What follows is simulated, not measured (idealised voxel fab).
process module | voxel transistor to metal
cross-section cut | 160 nm wide | cells 5 nm
A cross-section is a grid of square cells, given in bands from the top down. A band is one or more rows of cells.
Each band's line starts with the height of the band's top and of its bottom, in nm. Then come its materials from left to right, each with its width in nm. One material with "throughout" fills the band from edge to edge. "air" is empty space.
Height 0 is the level under which the wafer as received is all one material. The lowest band goes on downwards, as in "0 down".
A width such as "30 to 40" changes by the same amount from each row of cells to the next, from the band's top row to its bottom row.
"no change" after a step means that no cell of the cross-section changed.
closed voids: empty space of 8 cells or more with no open way to the top, each as width x height at its distance from the left edge, in nm
after a step's settings: what the simulator itself notes on the step
overlay nm, on a step with a mask: how far to the right of its planned place the mask lay; to the left if negative
plan
1 op RECEIVE | material Si
2 op OXIDIZE | depth nm 5
3 op CONFORMAL_DEP | material SiN | thk nm 10
4 op MASKED_ETCH | tone cover | mask id ACTIVE | width nm 90 | etch materials SiN | depth nm 10 | overlay nm 0
5 op MASKED_ETCH | tone cover | mask id ACTIVE | width nm 100 | etch materials SiO2 | depth nm 5 | overlay nm 0
6 op MASKED_ETCH | tone cover | mask id ACTIVE | width nm 100 | etch materials Si | depth nm 30 | overlay nm 0
7 op FILL_DEP | material SiO2 | thk nm 5
8 op CMP | height nm 10
9 op SELECTIVE_ETCH | etch materials SiO2 | depth nm 5
10 op STRIP | etch materials SiN
11 op SELECTIVE_ETCH | etch materials SiO2 | depth nm 5
12 op OXIDIZE | depth nm 5
13 op DIRECTIONAL_DEP | material polySi | thk nm 30
14 op DIRECTIONAL_DEP | material SiCN | thk nm 15
15 op DIRECTIONAL_DEP | material aC | thk nm 10
16 op PATTERN | tone cover | mask id GATE | material resist | width nm 20 | thk nm 30 | overlay nm 0
17 op DIRECTIONAL_ETCH | etch materials aC | depth nm 10
18 op STRIP | etch materials resist
19 op DIRECTIONAL_ETCH | etch materials SiCN | depth nm 25
20 op DIRECTIONAL_ETCH | etch materials polySi | depth nm 40
21 op STRIP | etch materials aC
22 op CONFORMAL_DEP | material SiO2 | thk nm 5
23 op DIRECTIONAL_ETCH | etch materials SiO2 | depth nm 5
24 op CONFORMAL_DEP | material SiN | thk nm 10
25 op DIRECTIONAL_ETCH | etch materials SiN | depth nm 10
26 op DIRECTIONAL_ETCH | etch materials SiO2 | depth nm 5
27 op DIRECTIONAL_ETCH | etch materials Si | depth nm 15
28 op EPI | material SiGe | thk nm 15
29 op FILL_DEP | material SiO2 | thk nm 5
30 op CMP | height nm 40
31 op DIRECTIONAL_DEP | material SiO2 | thk nm 15
32 op DIRECTIONAL_DEP | material aC | thk nm 10
33 op PATTERN | tone open | mask id CONTACT | material resist | width nm 25 | pitch nm 55 | thk nm 30 | overlay nm 0
34 op DIRECTIONAL_ETCH | etch materials aC | depth nm 10
35 op STRIP | etch materials resist
36 op DIRECTIONAL_ETCH | etch materials SiO2 | depth nm 50
37 op STRIP | etch materials aC
38 op CONFORMAL_DEP | material TiN | thk nm 5
39 op FILL_DEP | material Ru | thk nm 5
40 op CMP | height nm 55
41 op DIRECTIONAL_DEP | material TiN | thk nm 5
42 op DIRECTIONAL_DEP | material W | thk nm 25
43 op PATTERN | tone cover | mask id METAL_1 | material resist | width nm 15 | pitch nm 65 | thk nm 15 | overlay nm 0
44 op DIRECTIONAL_ETCH | etch materials W | depth nm 25
45 op DIRECTIONAL_ETCH | etch materials TiN | depth nm 5
46 op STRIP | etch materials resist
47 op FILL_DEP | material lowk | thk nm 5
48 op CMP | height nm 85
49 op CONFORMAL_DEP | material SiCN | thk nm 5
varied across the wafers: width nm of step 4. The plan shows the first wafer's value. All wafers start alike
first wafer as received, after step 1
  0 down: Si throughout
  closed voids: none
each wafer at the end: cells of each material gained (+) or lost (-) since it was received, then its closed voids
width nm 90 | +26 Ru | -136 Si | +44 SiCN | +26 SiGe | +40 SiN | +314 SiO2 | +52 TiN | +30 W | +156 lowk | +24 polySi | closed voids: none
width nm 95 | +26 Ru | -139 Si | +44 SiCN | +32 SiGe | +40 SiN | +311 SiO2 | +52 TiN | +30 W | +156 lowk | +24 polySi | closed voids: none
width nm 100 | +26 Ru | -142 Si | +44 SiCN | +38 SiGe | +40 SiN | +308 SiO2 | +52 TiN | +30 W | +156 lowk | +24 polySi | closed voids: none
width nm 105 | +26 Ru | -140 Si | +44 SiCN | +44 SiGe | +40 SiN | +300 SiO2 | +52 TiN | +30 W | +156 lowk | +24 polySi | closed voids: none
width nm 110 | +26 Ru | -138 Si | +44 SiCN | +50 SiGe | +40 SiN | +292 SiO2 | +52 TiN | +30 W | +156 lowk | +24 polySi | closed voids: none
width nm 115 | +26 Ru | -136 Si | +44 SiCN | +56 SiGe | +40 SiN | +284 SiO2 | +52 TiN | +30 W | +156 lowk | +24 polySi | closed voids: none
